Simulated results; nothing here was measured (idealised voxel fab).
voxel capacitor over wiring: a process module
The cross-section shown here is cut; it is 155 nm wide and divided into square cells measuring 5 nm on a side.
Notation: cross-section as square-cell grid; stated in bands, top first, going down; one or more cell rows per band. What a band's entry tells you: where the top is and where the bottom is, as heights in nm, and after that what lies inside, material by material from left to right, each with its width in nm. Empty space is written as the word "air", and a single material marked with the word "edge to edge" occupies the band from edge to edge. Convention: height 0 is the level below which the wafer, as received, is all one material. The lowest band does not terminate at the bottom but continues downward, represented as "0 down". So if you see something like "30 to 40" for the width, read it as the top row of the band sitting at the first number and the bottom row at the second, with every row in between moving by the same amount as the last. Take "all unchanged" at face value: in the step it is given for, the cross-section changed in none of its cells. "Enclosed empty spaces" - sealed voids, min. 8 cells, no opening to top; format: width x height at distance (distance from left edge; nm throughout). Post-settings text on a step line: simulator's own remark regarding the step. For masked steps, "overlay nm" on the step line gives how far right of plan the mask actually lay; a minus sign means it lay to the left.

## Set out below are the planned steps of the process
| 1 | RECEIVE, material Si |
| 2 | CONFORMAL_DEP, material SiO2, thk nm 10 |
| 3 | DIRECTIONAL_DEP, material TiN, thk nm 5 |
| 4 | DIRECTIONAL_DEP, material Ru, thk nm 25 |
| 5 | MASKED_ETCH, tone cover, mask id METAL_1, width nm 30, pitch nm 85, etch materials Ru, depth nm 25, overlay nm 0 |
| 6 | MASKED_ETCH, tone cover, mask id METAL_1, width nm 30, pitch nm 85, etch materials TiN, depth nm 5, overlay nm 0 |
| 7 | CONFORMAL_DEP, material SiN, thk nm 5 |
| 8 | FILL_DEP, material lowk, thk nm 5 |
| 9 | CMP, height nm 40 |
| 10 | CONFORMAL_DEP, material SiCN, thk nm 5 |
| 11 | DIRECTIONAL_DEP, material SiO2, thk nm 20 |
| 12 | PATTERN, tone open, mask id PLUG_1, material resist, width nm 15, thk nm 20, overlay nm 0 |
| 13 | DIRECTIONAL_ETCH, etch materials SiO2, depth nm 20 |
| 14 | DIRECTIONAL_ETCH, etch materials SiCN, depth nm 5 |
| 15 | STRIP, etch materials resist |
| 16 | EPI, material Ru, thk nm 10 |
| 17 | EPI, material Ru, thk nm 10 |
| 18 | EPI, material Ru, thk nm 5 |
| 19 | DIRECTIONAL_DEP, material TiN, thk nm 10 |
| 20 | DIRECTIONAL_DEP, material Al2O3, thk nm 5 |
| 21 | DIRECTIONAL_DEP, material TiN, thk nm 10 |
| 22 | MASKED_ETCH, tone cover, mask id UPPER_PLATE, width nm 60, etch materials TiN, depth nm 10, overlay nm 0 |
| 23 | MASKED_ETCH, tone cover, mask id UPPER_PLATE, width nm 60, etch materials Al2O3, depth nm 5, overlay nm 0 |
| 24 | MASKED_ETCH, tone cover, mask id LOWER_PLATE, width nm 70, etch materials TiN, depth nm 10, overlay nm 0 |
| 25 | FILL_DEP, material SiO2, thk nm 15 |
| 26 | CMP, height nm 100 |
| 27 | MASKED_ETCH, tone open, mask id PLUG_2, width nm 15, etch materials SiO2, depth nm 10, overlay nm 0 |
| 28 | CONFORMAL_DEP, material TiN, thk nm 5 |
| 29 | FILL_DEP, material Cu, thk nm 10 |
| 30 | CMP, height nm 100 |
| 31 | CONFORMAL_DEP, material SiCN, thk nm 5 |

## Shown in cross-section is the wafer as received, that is, as it stands after step 1
- 0 down | Si edge to edge
- Enclosed empty spaces: none

## End-of-module cross-section of the first of two wafers, processed as planned
- 105 to 100 | SiCN edge to edge
- 100 to 95 | 45 nm SiO2; 5 nm TiN; 5 nm Cu; 5 nm TiN; 95 nm SiO2
- 95 to 90 | 45 nm SiO2; 15 nm TiN; 95 nm SiO2
- 90 to 80 | 35 nm SiO2; 60 nm TiN; 60 nm SiO2
- 80 to 75 | 35 nm SiO2; 60 nm Al2O3; 60 nm SiO2
- 75 to 65 | 30 nm SiO2; 70 nm TiN; 55 nm SiO2
- 65 to 45 | 35 nm SiO2; 15 nm Ru; 105 nm SiO2
- 45 to 40 | 35 nm SiCN; 15 nm Ru; 105 nm SiCN
- 40 to 15 | 15 nm lowk; 5 nm SiN; 30 nm Ru; 5 nm SiN; 45 nm lowk; 5 nm SiN; 30 nm Ru; 5 nm SiN; 15 nm lowk
- 15 to 10 | 20 nm SiN; 30 nm TiN; 55 nm SiN; 30 nm TiN; 20 nm SiN
- 10 to 0 | SiO2 edge to edge
- 0 down | Si edge to edge
- Enclosed empty spaces: none

## Cross-section at end of module for the second wafer of two, which matched the first in starting point and plan and differed by one mistake in its processing
- 105 to 100 | SiCN edge to edge
- 100 to 95 | 45 nm SiO2; 5 nm TiN; 5 nm Cu; 5 nm TiN; 95 nm SiO2
- 95 to 90 | 45 nm SiO2; 15 nm TiN; 95 nm SiO2
- 90 to 80 | 50 nm SiO2; 45 nm TiN; 60 nm SiO2
- 80 to 75 | 35 nm SiO2; 15 nm TiN; 45 nm Al2O3; 60 nm SiO2
- 75 to 70 | 30 nm SiO2; 70 nm TiN; 55 nm SiO2
- 70 to 65 | 30 nm SiO2; 5 nm TiN; 15 nm Al2O3; 50 nm TiN; 55 nm SiO2
- 65 to 55 | 35 nm SiO2; 15 nm TiN; 105 nm SiO2
- 55 to 45 | 35 nm SiO2; 15 nm Ru; 105 nm SiO2
- 45 to 40 | 35 nm SiCN; 15 nm Ru; 105 nm SiCN
- 40 to 15 | 15 nm lowk; 5 nm SiN; 30 nm Ru; 5 nm SiN; 45 nm lowk; 5 nm SiN; 30 nm Ru; 5 nm SiN; 15 nm lowk
- 15 to 10 | 20 nm SiN; 30 nm TiN; 55 nm SiN; 30 nm TiN; 20 nm SiN
- 10 to 0 | SiO2 edge to edge
- 0 down | Si edge to edge
- Enclosed empty spaces: none
Want to know what went wrong? since steps 16 and 17 are all the same, there's no way to know which one of them was skipped, only that one was
Upon completion, the second wafer contains, in terms of cells, a greater or smaller amount of certain materials than the first wafer: Ru: 6 fewer; SiO2: 6 more
